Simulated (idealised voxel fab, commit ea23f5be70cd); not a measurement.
process module | voxel transistor to metal
cross-section cut | 295 nm wide | cells 5 nm
A cross-section is a grid of square cells, given in bands from the top down. A band is one or more rows of cells.
Each band's line starts with the height of the band's top and of its bottom, in nm. Then come its materials from left to right, each with its width in nm. One material with "throughout" fills the band from edge to edge. "air" is empty space.
Height 0 is the level under which the wafer as received is all one material. The lowest band goes on downwards, as in "0 down".
A width such as "30 to 40" changes by the same amount from each row of cells to the next, from the band's top row to its bottom row.
"no change" after a step means that no cell of the cross-section changed.
closed voids: empty space of 8 cells or more with no open way to the top, each as width x height at its distance from the left edge, in nm
after a step's settings: what the simulator itself notes on the step
overlay nm, on a step with a mask: how far to the right of its planned place the mask lay; to the left if negative
plan
1 op RECEIVE | material Si
2 op OXIDIZE | depth nm 5
3 op CONFORMAL_DEP | material SiN | thk nm 10
4 op MASKED_ETCH | tone cover | mask id ACTIVE | width nm 105 | pitch nm 125 | etch materials SiN | depth nm 10 | overlay nm 0
5 op MASKED_ETCH | tone cover | mask id ACTIVE | width nm 105 | pitch nm 125 | etch materials SiO2 | depth nm 5 | overlay nm 0
6 op MASKED_ETCH | tone cover | mask id ACTIVE | width nm 105 | pitch nm 125 | etch materials Si | depth nm 35 | overlay nm 0
7 op OXIDIZE | depth nm 5
8 op FILL_DEP | material SiO2 | thk nm 10
9 op CMP | height nm 10
10 op SELECTIVE_ETCH | etch materials SiO2 | depth nm 5
11 op STRIP | etch materials SiN
12 op SELECTIVE_ETCH | etch materials SiO2 | depth nm 5
13 op OXIDIZE | depth nm 5
14 op DIRECTIONAL_DEP | material polySi | thk nm 25
15 op DIRECTIONAL_DEP | material SiCN | thk nm 10
16 op DIRECTIONAL_DEP | material aC | thk nm 10
17 op PATTERN | tone cover | mask id GATE | material resist | width nm 35 | pitch nm 125 | thk nm 25 | overlay nm 0
18 op DIRECTIONAL_ETCH | etch materials aC | depth nm 10
19 op STRIP | etch materials resist
20 op DIRECTIONAL_ETCH | etch materials SiCN | depth nm 20
21 op DIRECTIONAL_ETCH | etch materials polySi | depth nm 35
22 op STRIP | etch materials aC
23 op CONFORMAL_DEP | material SiN | thk nm 10
24 op DIRECTIONAL_ETCH | etch materials SiN | depth nm 10
25 op DIRECTIONAL_ETCH | etch materials SiO2 | depth nm 5
26 op DIRECTIONAL_ETCH | etch materials Si | depth nm 10
27 op EPI | material nSi | thk nm 15
28 op FILL_DEP | material SiO2 | thk nm 5
29 op CMP | height nm 20
30 op STRIP | etch materials polySi
31 op SELECTIVE_ETCH | etch materials SiO2 | depth nm 5
32 op CONFORMAL_DEP | material HfO2 | thk nm 5
33 op CONFORMAL_DEP | material TiN | thk nm 5
34 op FILL_DEP | material W | thk nm 5
35 op CMP | height nm 15
36 op DIRECTIONAL_DEP | material SiO2 | thk nm 10
37 op DIRECTIONAL_DEP | material aC | thk nm 15
38 op PATTERN | tone open | mask id CONTACT | material resist | width nm 15 | thk nm 35 | overlay nm 0
39 op DIRECTIONAL_ETCH | etch materials aC | depth nm 15
40 op STRIP | etch materials resist
41 op DIRECTIONAL_ETCH | etch materials SiO2 | depth nm 30
42 op STRIP | etch materials aC
43 op CONFORMAL_DEP | material TiN | thk nm 5
44 op FILL_DEP | material W | thk nm 10
45 op CMP | height nm 25
46 op DIRECTIONAL_DEP | material TiN | thk nm 5
47 op DIRECTIONAL_DEP | material W | thk nm 20
48 op DIRECTIONAL_DEP | material aC | thk nm 10
49 op PATTERN | tone cover | mask id METAL_1 | material resist | width nm 15 | thk nm 25 | overlay nm 0
50 op DIRECTIONAL_ETCH | etch materials aC | depth nm 10
51 op STRIP | etch materials resist
52 op DIRECTIONAL_ETCH | etch materials W | depth nm 20
53 op DIRECTIONAL_ETCH | etch materials TiN | depth nm 5
54 op STRIP | etch materials aC
55 op FILL_DEP | material SiO2 | thk nm 5
56 op CMP | height nm 50
57 op CONFORMAL_DEP | material SiCN | thk nm 5
58 op DIRECTIONAL_DEP | material SiO2 | thk nm 30
59 op DIRECTIONAL_DEP | material aC | thk nm 10
60 op PATTERN | tone open | mask id METAL_2 | material resist | width nm 15 | pitch nm 125 | thk nm 30 | overlay nm 0
61 op DIRECTIONAL_ETCH | etch materials aC | depth nm 10
62 op STRIP | etch materials resist
63 op DIRECTIONAL_ETCH | etch materials SiO2 | depth nm 20
64 op STRIP | etch materials aC
65 op DIRECTIONAL_DEP | material aC | thk nm 15
66 op PATTERN | tone open | mask id METAL_2_HOLES | material resist | width nm 15 | pitch nm 125 | thk nm 30 | overlay nm 0
67 op DIRECTIONAL_ETCH | etch materials aC | depth nm 15
68 op STRIP | etch materials resist
69 op DIRECTIONAL_ETCH | etch materials SiO2 | depth nm 10
70 op DIRECTIONAL_ETCH | etch materials SiCN | depth nm 5
71 op STRIP | etch materials aC
72 op CONFORMAL_DEP | material TiN | thk nm 5
73 op FILL_DEP | material Ru | thk nm 10
74 op CMP | height nm 85
75 op CONFORMAL_DEP | material SiN | thk nm 5
as received, after step 1
  0 down: Si throughout
  closed voids: none
a wafer at the end: this start, this plan, one mistake
  90 to 85: SiN throughout
  85 to 55: SiO2 35 | TiN 5 | Ru 5 | TiN 5 | SiO2 110 | TiN 5 | Ru 5 | TiN 5 | SiO2 120
  55 to 50: SiCN 35 | TiN 15 | SiCN 110 | TiN 15 | SiCN 120
  50 to 30: SiO2 35 | W 15 | SiO2 65 | W 15 | SiO2 30 | W 15 | SiO2 65 | W 15 | SiO2 40
  30 to 25: SiO2 35 | TiN 15 | SiO2 65 | TiN 15 | SiO2 30 | TiN 15 | SiO2 65 | TiN 15 | SiO2 40
  25 to 20: SiO2 35 | TiN 5 | W 5 | TiN 5 | SiO2 65 | TiN 5 | W 5 | TiN 5 | SiO2 30 | TiN 5 | W 5 | TiN 5 | SiO2 65 | TiN 5 | W 5 | TiN 5 | SiO2 40
  20 to 15: SiO2 35 | TiN 15 | SiO2 65 | TiN 15 | SiO2 30 | TiN 15 | SiO2 65 | TiN 15 | SiO2 40
  15 to 5: W 55 | TiN 5 | HfO2 5 | SiN 10 | SiO2 15 | SiN 10 | HfO2 5 | TiN 5 | W 70 | TiN 5 | HfO2 5 | SiN 10 | SiO2 15 | SiN 10 | HfO2 5 | TiN 5 | W 60
  5 to 0: TiN 30 | W 25 | TiN 5 | HfO2 5 | SiN 10 | nSi 15 | SiN 10 | HfO2 5 | TiN 5 | W 70 | TiN 5 | HfO2 5 | SiN 10 | nSi 15 | SiN 10 | HfO2 5 | TiN 5 | W 25 | TiN 35
  0 to -5: HfO2 25 | TiN 35 | HfO2 5 | SiN 10 | nSi 15 | SiN 10 | HfO2 5 | TiN 80 | HfO2 5 | SiN 10 | nSi 15 | SiN 10 | HfO2 5 | TiN 35 | HfO2 30
  -5 to -10: SiO2 20 | HfO2 50 | SiO2 5 | nSi 15 | SiO2 5 | HfO2 100 | SiO2 5 | nSi 15 | SiO2 5 | HfO2 50 | SiO2 25
  -10 to -20: SiO2 35 | Si 40 | nSi 15 | Si 40 | SiO2 30 | Si 40 | nSi 15 | Si 40 | SiO2 40
  -20 to -45: SiO2 35 | Si 95 | SiO2 30 | Si 95 | SiO2 40
  -45 down: Si throughout
  closed voids: none
what went wrong: step 17 ran as: op PATTERN | tone open | mask id GATE | material resist | width nm 35 | pitch nm 125 | thk nm 25 | overlay nm 0
